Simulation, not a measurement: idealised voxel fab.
Process module in this document: voxel ribs on slabs
Cross-section cut spans 145 nm and uses square cells 5 nm in size.
Heads up, the way a cross-section reads in here is a grid of square cells, handed over as bands from the top down, with every band being one or more rows of cells.
For a band, the entry starts with two heights in nm, that of the top and then that of the bottom, and carries on with the band's materials in order from left to right, each alongside its width in nm; the word "full width" beside a single material means it fills the band edge to edge, and "empty" means empty space.
Measure heights from 0. That's the level where, below it, the as-received wafer is all one material. The lowest band is bottomless and extends downward; write it as in "top 0, no bottom".
The two numbers in a width such as "30 to 40" mark its ends across the band: the first belongs to the top row of cells, the second to the bottom row, and from each row to the next the width moves by the same amount.
Step marked "remained the same"? Then no cell in the cross-section changed in it.
Under "Fully sealed voids" you'll find the enclosed gaps, the ones with no way out to the top, that are 8 cells or bigger; each reads width x height at distance, with distance counted from the left edge, everything in nm.
Formally, on a step line, whatever follows the settings is a remark that the simulator itself makes on the step.
Regarding "overlay nm": on a step with a mask, it is the distance the mask lay to the right of its planned place; a negative value places it to the left.

### plan
1. RECEIVE | material Si
2. DIRECTIONAL_DEP | material SiO2 | thk nm 25
3. DIRECTIONAL_DEP | material polySi | thk nm 20
4. DIRECTIONAL_DEP | material aC | thk nm 15
5. PATTERN | tone cover | mask id RIB | material resist | width nm 30 | thk nm 30 | overlay nm 0
6. DIRECTIONAL_ETCH | etch materials aC | depth nm 15
7. STRIP | etch materials resist
8. DIRECTIONAL_ETCH | etch materials polySi | depth nm 10
9. STRIP | etch materials aC
10. DIRECTIONAL_DEP | material aC | thk nm 10
11. PATTERN | tone cover | mask id SLAB | material resist | width nm 80 | thk nm 25 | overlay nm 0
12. DIRECTIONAL_ETCH | etch materials aC | depth nm 10
13. STRIP | etch materials resist
14. DIRECTIONAL_ETCH | etch materials polySi | depth nm 10
15. STRIP | etch materials aC
16. FILL_DEP | material SiO2 | thk nm 20
17. CMP | height nm 55
18. DIRECTIONAL_DEP | material W | thk nm 5
19. DIRECTIONAL_DEP | material aC | thk nm 15
20. PATTERN | tone cover | mask id HEATER | material resist | width nm 40 | thk nm 30 | overlay nm 0
21. DIRECTIONAL_ETCH | etch materials aC | depth nm 15
22. STRIP | etch materials resist
23. DIRECTIONAL_ETCH | etch materials W | depth nm 5
24. STRIP | etch materials aC
25. CONFORMAL_DEP | material SiO2 | thk nm 10

### The first of the two wafers, which ran as planned

### Received-state cross-section, reflecting completion of step 1
  top 0, no bottom  Si full width
  Fully sealed voids: none

### Once step 2 is through, the wafer looks like this in cross-section
  top 25, bottom 0  SiO2 full width
  Rest of section, below 0: as before.

### Once step 3 is through, the wafer looks like this in cross-section
  top 45, bottom 25  polySi full width
  Rest of section, below 25: as before.

### Once step 4 is through, the wafer looks like this in cross-section
  top 60, bottom 45  aC full width
  Rest of section, below 45: as before.

### Once step 5 is through, the wafer looks like this in cross-section
  top 90, bottom 60  empty=55 | resist=30 | empty=60
  Rest of section, below 60: as before.

### Once step 6 is through, the wafer looks like this in cross-section
  top 75, bottom 60  empty=55 | resist=30 | empty=60
  top 60, bottom 45  empty=55 | aC=30 | empty=60
  Rest of section, below 45: as before.

### Once step 7 is through, the wafer looks like this in cross-section
  top 60, bottom 45  empty=55 | aC=30 | empty=60
  Rest of section, below 45: as before.

### Once step 8 is through, the wafer looks like this in cross-section
  top 60, bottom 45  empty=55 | aC=30 | empty=60
  top 45, bottom 35  empty=55 | polySi=30 | empty=60
  Rest of section, below 35: as before.

### Once step 9 is through, the wafer looks like this in cross-section
  top 45, bottom 35  empty=55 | polySi=30 | empty=60
  Rest of section, below 35: as before.

### Once step 10 is through, the wafer looks like this in cross-section
  top 55, bottom 45  empty=55 | aC=30 | empty=60
  top 45, bottom 35  aC=55 | polySi=30 | aC=60
  Rest of section, below 35: as before.

### Once step 11 is through, the wafer looks like this in cross-section
  top 80, bottom 55  empty=30 | resist=80 | empty=35
  top 55, bottom 45  empty=30 | resist=25 | aC=30 | resist=25 | empty=35
  Rest of section, below 45: as before.

### Once step 12 is through, the wafer looks like this in cross-section
  top 70, bottom 55  empty=30 | resist=80 | empty=35
  top 55, bottom 45  empty=30 | resist=25 | aC=30 | resist=25 | empty=35
  top 45, bottom 35  empty=30 | aC=25 | polySi=30 | aC=25 | empty=35
  Rest of section, below 35: as before.

### Once step 13 is through, the wafer looks like this in cross-section
  top 55, bottom 45  empty=55 | aC=30 | empty=60
  Rest of section, below 45: as before.

### Once step 14 is through, the wafer looks like this in cross-section
  top 55, bottom 45  empty=55 | aC=30 | empty=60
  top 45, bottom 35  empty=30 | aC=25 | polySi=30 | aC=25 | empty=35
  top 35, bottom 25  empty=30 | polySi=80 | empty=35
  Rest of section, below 25: as before.

### Once step 15 is through, the wafer looks like this in cross-section
  top 45, bottom 35  empty=55 | polySi=30 | empty=60
  Rest of section, below 35: as before.

### Once step 16 is through, the wafer looks like this in cross-section
  top 65, bottom 45  SiO2 full width
  top 45, bottom 35  SiO2=55 | polySi=30 | SiO2=60
  top 35, bottom 25  SiO2=30 | polySi=80 | SiO2=35
  Rest of section, below 25: as before.

### Once step 17 is through, the wafer looks like this in cross-section
  top 55, bottom 45  SiO2 full width
  Rest of section, below 45: as before.

### Once step 18 is through, the wafer looks like this in cross-section
  top 60, bottom 55  W full width
  Rest of section, below 55: as before.

### Once step 19 is through, the wafer looks like this in cross-section
  top 75, bottom 60  aC full width
  Rest of section, below 60: as before.

### Once step 20 is through, the wafer looks like this in cross-section
  top 105, bottom 75  empty=50 | resist=40 | empty=55
  Rest of section, below 75: as before.

### Once step 21 is through, the wafer looks like this in cross-section
  top 90, bottom 75  empty=50 | resist=40 | empty=55
  top 75, bottom 60  empty=50 | aC=40 | empty=55
  Rest of section, below 60: as before.

### Once step 22 is through, the wafer looks like this in cross-section
  top 75, bottom 60  empty=50 | aC=40 | empty=55
  Rest of section, below 60: as before.

### Once step 23 is through, the wafer looks like this in cross-section
  top 75, bottom 60  empty=50 | aC=40 | empty=55
  top 60, bottom 55  empty=50 | W=40 | empty=55
  Rest of section, below 55: as before.

### Once step 24 is through, the wafer looks like this in cross-section
  top 60, bottom 55  empty=50 | W=40 | empty=55
  Rest of section, below 55: as before.

### Once step 25 is through, the wafer looks like this in cross-section
  top 70, bottom 65  empty=40 | SiO2=60 | empty=45
  top 65, bottom 60  SiO2 full width
  top 60, bottom 55  SiO2=50 | W=40 | SiO2=55
  Rest of section, below 55: as before.

### Second wafer - shared start and plan with the first - one error in running - same as the first up to step 19 inclusive

### Second wafer cross-section, taken as of the time the plan sets for step 20 to be done
  top 105, bottom 75  resist=50 | empty=40 | resist=55
  Rest of section, below 75: as before.

### Second wafer cross-section, taken as of the time the plan sets for step 21 to be done
  top 90, bottom 75  resist=50 | empty=40 | resist=55
  top 75, bottom 60  aC=50 | empty=40 | aC=55
  Rest of section, below 60: as before.

### Second wafer cross-section, taken as of the time the plan sets for step 22 to be done
  top 75, bottom 60  aC=50 | empty=40 | aC=55
  Rest of section, below 60: as before.

### Second wafer cross-section, taken as of the time the plan sets for step 23 to be done
  top 75, bottom 60  aC=50 | empty=40 | aC=55
  top 60, bottom 55  W=50 | empty=40 | W=55
  Rest of section, below 55: as before.

### Second wafer cross-section, taken as of the time the plan sets for step 24 to be done
  top 60, bottom 55  W=50 | empty=40 | W=55
  Rest of section, below 55: as before.

### Second wafer cross-section, taken as of the time the plan sets for step 25 to be done
  top 70, bottom 65  SiO2=60 | empty=20 | SiO2=65
  top 65, bottom 60  SiO2 full width
  top 60, bottom 55  W=50 | SiO2=40 | W=55
  Rest of section, below 55: as before.
Short version of what went wrong: so step 20 ended up running with a different setting than we planned, it ran as PATTERN | tone open | mask id HEATER | material resist | width nm 40 | thk nm 30 | overlay nm 0
Upon completion, the second wafer contains, in terms of cells, a greater or smaller amount of certain materials than the first wafer: W: 13 more
